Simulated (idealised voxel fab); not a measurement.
process module | voxel capacitor over wiring
cross-section cut | 275 nm wide | cells 5 nm
A cross-section is a grid of square cells, given in bands from the top down. A band is one or more rows of cells.
Each band's line starts with the height of the band's top and of its bottom, in nm. Then come its materials from left to right, each with its width in nm. One material with "throughout" fills the band from edge to edge. "air" is empty space.
Height 0 is the level under which the wafer as received is all one material. The lowest band goes on downwards, as in "0 down".
A width such as "30 to 40" changes by the same amount from each row of cells to the next, from the band's top row to its bottom row.
"no change" after a step means that no cell of the cross-section changed.
closed voids: empty space of 8 cells or more with no open way to the top, each as width x height at its distance from the left edge, in nm
after a step's settings: what the simulator itself notes on the step
overlay nm, on a step with a mask: how far to the right of its planned place the mask lay; to the left if negative
plan
1 op RECEIVE | material Si
2 op CONFORMAL_DEP | material SiO2 | thk nm 15
3 op CONFORMAL_DEP | material SiCN | thk nm 5
4 op DIRECTIONAL_DEP | material lowk | thk nm 25
5 op PATTERN | tone open | mask id METAL_1 | material resist | width nm 20 | pitch nm 80 | thk nm 15 | overlay nm 0
6 op DIRECTIONAL_ETCH | etch materials lowk | depth nm 25
7 op DIRECTIONAL_ETCH | etch materials SiCN | depth nm 5
8 op STRIP | etch materials resist
9 op CONFORMAL_DEP | material TiN | thk nm 5
10 op FILL_DEP | material W | thk nm 10
11 op CMP | height nm 45
12 op EPI | material Ru | thk nm 5
13 op FILL_DEP | material SiCN | thk nm 5
14 op DIRECTIONAL_DEP | material SiO2 | thk nm 10
15 op PATTERN | tone open | mask id PLUG_1 | material resist | width nm 15 | thk nm 15 | overlay nm 0
16 op DIRECTIONAL_ETCH | etch materials SiO2 | depth nm 10
17 op DIRECTIONAL_ETCH | etch materials SiCN | depth nm 5
18 op STRIP | etch materials resist
19 op CONFORMAL_DEP | material TiN | thk nm 5
20 op FILL_DEP | material W | thk nm 5
21 op CMP | height nm 65
22 op DIRECTIONAL_DEP | material TiN | thk nm 5
23 op DIRECTIONAL_DEP | material SiN | thk nm 5
24 op DIRECTIONAL_DEP | material TiN | thk nm 10
25 op DIRECTIONAL_DEP | material aC | thk nm 15
26 op PATTERN | tone cover | mask id UPPER_PLATE | material resist | width nm 65 | thk nm 30 | overlay nm 0
27 op DIRECTIONAL_ETCH | etch materials aC | depth nm 15
28 op STRIP | etch materials resist
29 op DIRECTIONAL_ETCH | etch materials TiN | depth nm 10
30 op DIRECTIONAL_ETCH | etch materials SiN | depth nm 5
31 op STRIP | etch materials aC
32 op PATTERN | tone cover | mask id LOWER_PLATE | material resist | width nm 75 | thk nm 15 | overlay nm 0
33 op DIRECTIONAL_ETCH | etch materials TiN | depth nm 5
34 op STRIP | etch materials resist
35 op FILL_DEP | material SiO2 | thk nm 15
36 op CMP | height nm 95
37 op MASKED_ETCH | tone open | mask id PLUG_2 | width nm 15 | etch materials SiO2 | depth nm 10 | overlay nm 0
38 op CONFORMAL_DEP | material TiN | thk nm 5
39 op FILL_DEP | material Ru | thk nm 5
40 op CMP | height nm 95
41 op CONFORMAL_DEP | material SiN | thk nm 5
as received, after step 1
  0 down: Si throughout
  closed voids: none
first wafer at the end, as planned
  100 to 95: SiN throughout
  95 to 90: SiO2 100 | TiN 5 | Ru 5 | TiN 5 | SiO2 160
  90 to 85: SiO2 100 | TiN 15 | SiO2 160
  85 to 75: SiO2 90 | TiN 65 | SiO2 120
  75 to 70: SiO2 90 | SiN 65 | SiO2 120
  70 to 65: SiO2 85 | TiN 75 | SiO2 115
  65 to 55: SiO2 90 | TiN 5 | W 5 | TiN 5 | SiO2 170
  55 to 50: SiCN 90 | TiN 15 | SiCN 170
  50 to 45: SiCN 80 | Ru 30 | SiCN 50 | Ru 30 | SiCN 85
  45 to 20: lowk 85 | TiN 5 | W 10 | TiN 5 | lowk 60 | TiN 5 | W 10 | TiN 5 | lowk 90
  20 to 15: SiCN 85 | TiN 20 | SiCN 60 | TiN 20 | SiCN 90
  15 to 0: SiO2 throughout
  0 down: Si throughout
  closed voids: none
second wafer at the end: like start, like plan, one mistake
  100 to 95: SiN throughout
  95 to 90: SiO2 100 | TiN 5 | Ru 5 | TiN 5 | SiO2 160
  90 to 85: SiO2 100 | TiN 15 | SiO2 160
  85 to 75: SiO2 90 | TiN 65 | SiO2 120
  75 to 70: SiO2 90 | SiN 65 | SiO2 120
  70 to 65: SiO2 85 | TiN 75 | SiO2 115
  65 to 55: SiO2 90 | TiN 5 | W 5 | TiN 5 | SiO2 170
  55 to 50: SiCN 90 | TiN 15 | SiCN 170
  50 to 45: SiCN 80 | Ru 30 | SiCN 50 | Ru 30 | SiCN 85
  45 to 25: lowk 85 | TiN 5 | W 10 | TiN 5 | lowk 60 | TiN 5 | W 10 | TiN 5 | lowk 90
  25 to 20: lowk 85 | TiN 20 | lowk 60 | TiN 20 | lowk 90
  20 to 15: Ru throughout
  15 to 0: SiO2 throughout
  0 down: Si throughout
  closed voids: none
what went wrong: step 3 ran as: op CONFORMAL_DEP | material Ru | thk nm 5
at the end the second wafer has, in cells: 55 more of Ru | 47 fewer of SiCN | 4 fewer of TiN | 4 fewer of W
